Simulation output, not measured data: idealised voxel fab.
Herein follows the process module entitled voxel lift off.
Shown is cross-section cut, with a width of 245 nm and square cells of size 5 nm.
When this document writes out a cross-section, it uses a grid of square cells and lists it as bands, beginning at the top and moving down, with a band standing for one or more rows of cells. Within each band entry, the heights of the top and of the bottom of the band appear first, in that order and in nm; the materials of the band then follow from left to right, each with its corresponding width in nm. The designation "edge to edge" on a single material indicates that it fills the band from edge to edge; the designation "blank" indicates empty space. Convention: height 0 is the level below which the wafer, as received, is all one material. The lowest band does not terminate at the bottom but continues downward, represented as "0..down". Note: "30..40" means the width goes from the first number (top row of the band) to the second number (bottom row) in equal steps per row of cells. Step marked "all unchanged"? Then no cell in the cross-section changed in it. Entry "Sealed cavities". Content: empty spaces with no open connection to the top, size 8 cells or greater. Each: width x height at distance. Distance: from left edge. Unit: nm. Where a step's line continues beyond its settings, the continuation is a remark by the simulator itself on that step. Among the settings permitted on a step's line is "overlay nm"; applied to a step with a mask, it specifies the extent to which the mask lay to the right of its planned position, whereas a negative figure signifies a position to the left.
# Process steps - plan
1) RECEIVE: material Si
2) CONFORMAL_DEP: material Al2O3, thk nm 5
3) PATTERN: tone open, mask id LINES, material resist, width nm 25, pitch nm 45, thk nm 20, overlay nm 0
4) DIRECTIONAL_DEP: material Ru, thk nm 5
5) STRIP: etch materials resist
6) CONFORMAL_DEP: material SiO2, thk nm 5
Don't read the plan's thk nm for step 6 as applying to every wafer: that's the first wafer's value, and the wafers differ in it, though they all start identical.
# Cross-section of the first of several received wafers, showing its state after step 1
0..down = Si edge to edge
Sealed cavities: none
# Here is the cross-section of the first of several wafers at the end of the module, after its last step, step 6
15..10 = blank (35), then SiO2 (35), then blank (10), then SiO2 (35), then blank (10), then SiO2 (35), then blank (10), then SiO2 (35), then blank (40)
10..5 = SiO2 (40), then Ru (25), then SiO2 (20), then Ru (25), then SiO2 (20), then Ru (25), then SiO2 (20), then Ru (25), then SiO2 (45)
5..0 = Al2O3 edge to edge
0..down = Si edge to edge
Sealed cavities: none
# End of module: cross-section, last of several wafers
35..30 = blank (15), then SiO2 (210), then blank (20)
30..10 = SiO2 edge to edge
10..5 = SiO2 (40), then Ru (25), then SiO2 (20), then Ru (25), then SiO2 (20), then Ru (25), then SiO2 (20), then Ru (25), then SiO2 (45)
5..0 = Al2O3 edge to edge
0..down = Si edge to edge
Sealed cavities: none
# Below: a row per wafer. Contents at end of module: for every material, cells gained since receipt (+) or lost since receipt (-); then closed voids
thk nm 5; +49 Al2O3; +20 Ru; +57 SiO2; Sealed cavities: none
thk nm 10; +49 Al2O3; +20 Ru; +114 SiO2; Sealed cavities: none
thk nm 15; +49 Al2O3; +20 Ru; +165 SiO2; Sealed cavities: none
thk nm 20; +49 Al2O3; +20 Ru; +216 SiO2; Sealed cavities: none
thk nm 25; +49 Al2O3; +20 Ru; +267 SiO2; Sealed cavities: none
